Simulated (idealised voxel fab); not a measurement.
process module | voxel trench capacitor
The width of the displayed cross-section, cut, is 250 nm; its cells are square, with a size of 5 nm.
A cross-section is a grid of square cells, given in bands from the top down. A band is one or more rows of cells.
Band: top and bottom heights (nm) first, top before bottom; then materials from left to right, widths in nm. "all across" marks a sole material filling the band edge to edge. "blank" denotes empty space.
Convention: height 0 is the level below which the wafer, as received, is all one material. The lowest band does not terminate at the bottom but continues downward, represented as "from 0 down".
Read "30 to 40" as a graded width: first number on top, second number at the bottom, same change between each pair of neighbouring rows.
Reading "nothing was modified" for a step: not a cell of the cross-section changed in it.
"Sealed voids" - sealed voids, min. 8 cells, no opening to top; format: width x height at distance (distance from left edge; nm throughout).
Note: text after step settings on the step line = simulator remark on that step.
If you see "overlay nm" on a step's line and that step has a mask, it's telling you how far right of where it was planned the mask ended up; a negative number means it went left instead.

-- Intended process steps
1 RECEIVE, material Si
2 CONFORMAL_DEP, material SiN, thk nm 10
3 PATTERN, tone open, mask id TRENCH, material resist, width nm 30, pitch nm 55, thk nm 15, overlay nm 0
4 DIRECTIONAL_ETCH, etch materials SiN, depth nm 10
5 DIRECTIONAL_ETCH, etch materials Si, depth nm 40
6 STRIP, etch materials resist
7 CONFORMAL_DEP, material Al2O3, thk nm 5
8 CONFORMAL_DEP, material TiN, thk nm 5
9 FILL_DEP, material W, thk nm 5
10 CMP, height nm 10

-- Cross-section of the wafer upon arrival, representing the state reached after step 1
from 0 down: Si all across
Sealed voids: none

-- Starting structure and process plan are as shown above, but one mistake was made in running the module; the wafer cross-section at the end of the module follows
from 10 to 0: 15 of W | 5 of TiN | 5 of Al2O3 | 30 of SiN | 5 of Al2O3 | 5 of TiN | 5 of W | 5 of TiN | 5 of Al2O3 | 30 of SiN | 5 of Al2O3 | 5 of TiN | 5 of W | 5 of TiN | 5 of Al2O3 | 30 of SiN | 5 of Al2O3 | 5 of TiN | 5 of W | 5 of TiN | 5 of Al2O3 | 30 of SiN | 5 of Al2O3 | 5 of TiN | 20 of W
from 0 to -30: 15 of W | 5 of TiN | 5 of Al2O3 | 30 of Si | 5 of Al2O3 | 5 of TiN | 5 of W | 5 of TiN | 5 of Al2O3 | 30 of Si | 5 of Al2O3 | 5 of TiN | 5 of W | 5 of TiN | 5 of Al2O3 | 30 of Si | 5 of Al2O3 | 5 of TiN | 5 of W | 5 of TiN | 5 of Al2O3 | 30 of Si | 5 of Al2O3 | 5 of TiN | 20 of W
from -30 to -35: 20 of TiN | 5 of Al2O3 | 30 of Si | 5 of Al2O3 | 15 of TiN | 5 of Al2O3 | 30 of Si | 5 of Al2O3 | 15 of TiN | 5 of Al2O3 | 30 of Si | 5 of Al2O3 | 15 of TiN | 5 of Al2O3 | 30 of Si | 5 of Al2O3 | 25 of TiN
from -35 to -40: 25 of Al2O3 | 30 of Si | 25 of Al2O3 | 30 of Si | 25 of Al2O3 | 30 of Si | 25 of Al2O3 | 30 of Si | 30 of Al2O3
from -40 down: Si all across
Sealed voids: none
Misprocessing identified: planned and actual differ for step 3; actual: PATTERN, tone cover, mask id TRENCH, material resist, width nm 30, pitch nm 55, thk nm 15, overlay nm 0
